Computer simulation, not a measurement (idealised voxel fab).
Process module, titled voxel double patterning
The cross-section shown here is cut; it is 235 nm wide and divided into square cells measuring 5 nm on a side.
Reading order for cross-sections: top band down to bottom band. Underlying form: a grid of square cells. Band size: one or more rows of cells. Band entry format. Leading values: height of top, height of bottom, nm. Remainder: materials in left-to-right order, each with its width in nm. Special words: "edge to edge" on a single material, which then fills the band edge to edge; "blank", empty space. A quick word on heights: they are counted from 0, and under that level the wafer as it came to us is one material throughout. The lowest band is different from the rest in having no bottom; it simply continues downward, written as in "top 0, no bottom". The two numbers in a width such as "30->40" mark its ends across the band: the first belongs to the top row of cells, the second to the bottom row, and from each row to the next the width moves by the same amount. "remained the same", as given for a step, is the statement that not any cell of the cross-section underwent a change during that step. "Fully sealed voids": empty spaces of 8 cells or more with no open way to the top, each given as width x height at distance, distance from the left edge, all in nm. Step line, after settings: the simulator's comment on this step. The setting "overlay nm" may be written on the line of a step. When the step uses a mask, the value reports how far to the right of the planned place the mask lay, and a negative value reports that it lay to the left.
THE STEPS PLANNED FOR THE PROCESS ARE AS FOLLOWS
1,RECEIVE with material Si
2,CONFORMAL_DEP with material SiO2, thk nm 10
3,DIRECTIONAL_DEP with material W, thk nm 15
4,DIRECTIONAL_DEP with material SiN, thk nm 10
5,DIRECTIONAL_DEP with material aC, thk nm 15
6,PATTERN with tone open, mask id FIRST, material resist, width nm 15, pitch nm 50, thk nm 35, overlay nm 0
7,DIRECTIONAL_ETCH with etch materials aC, depth nm 15
8,STRIP with etch materials resist
9,DIRECTIONAL_ETCH with etch materials SiN, depth nm 10
10,STRIP with etch materials aC
11,PATTERN with tone open, mask id SECOND, material resist, width nm 15, pitch nm 50, thk nm 15, overlay nm 0
12,DIRECTIONAL_ETCH with etch materials SiN, depth nm 10
13,STRIP with etch materials resist
14,DIRECTIONAL_ETCH with etch materials W, depth nm 15
15,STRIP with etch materials SiN
AS-RECEIVED WAFER CROSS-SECTION (AFTER STEP 1)
> top 0, no bottom  Si edge to edge
> Fully sealed voids: none
CROSS-SECTIONAL VIEW OF THE FIRST OF THE TWO WAFERS UPON COMPLETION OF THE MODULE, PROCESSED IN ACCORDANCE WITH THE PLAN
> top 25, bottom 10  60 nm W, then 15 nm blank, then 10 nm W, then 15 nm blank, then 10 nm W, then 15 nm blank, then 10 nm W, then 15 nm blank, then 10 nm W, then 15 nm blank, then 60 nm W
> top 10, bottom 0  SiO2 edge to edge
> top 0, no bottom  Si edge to edge
> Fully sealed voids: none
MODULE END: CROSS-SECTION OF WAFER TWO OF TWO. SAME START AND PROCESS PLAN AS THE FIRST WAFER. ONE MISTAKE DURING EXECUTION
> top 25, bottom 10  60 nm W, then 30 nm blank, then 20 nm W, then 30 nm blank, then 20 nm W, then 15 nm blank, then 60 nm W
> top 10, bottom 0  SiO2 edge to edge
> top 0, no bottom  Si edge to edge
> Fully sealed voids: none
Short version of what went wrong: contrary to plan, step 11 was performed as PATTERN with tone open, mask id SECOND, material resist, width nm 15, pitch nm 50, thk nm 15, overlay nm -10
At the end, each material covers as many cells on the second wafer as it does on the first, though the cells it covers are elsewhere.
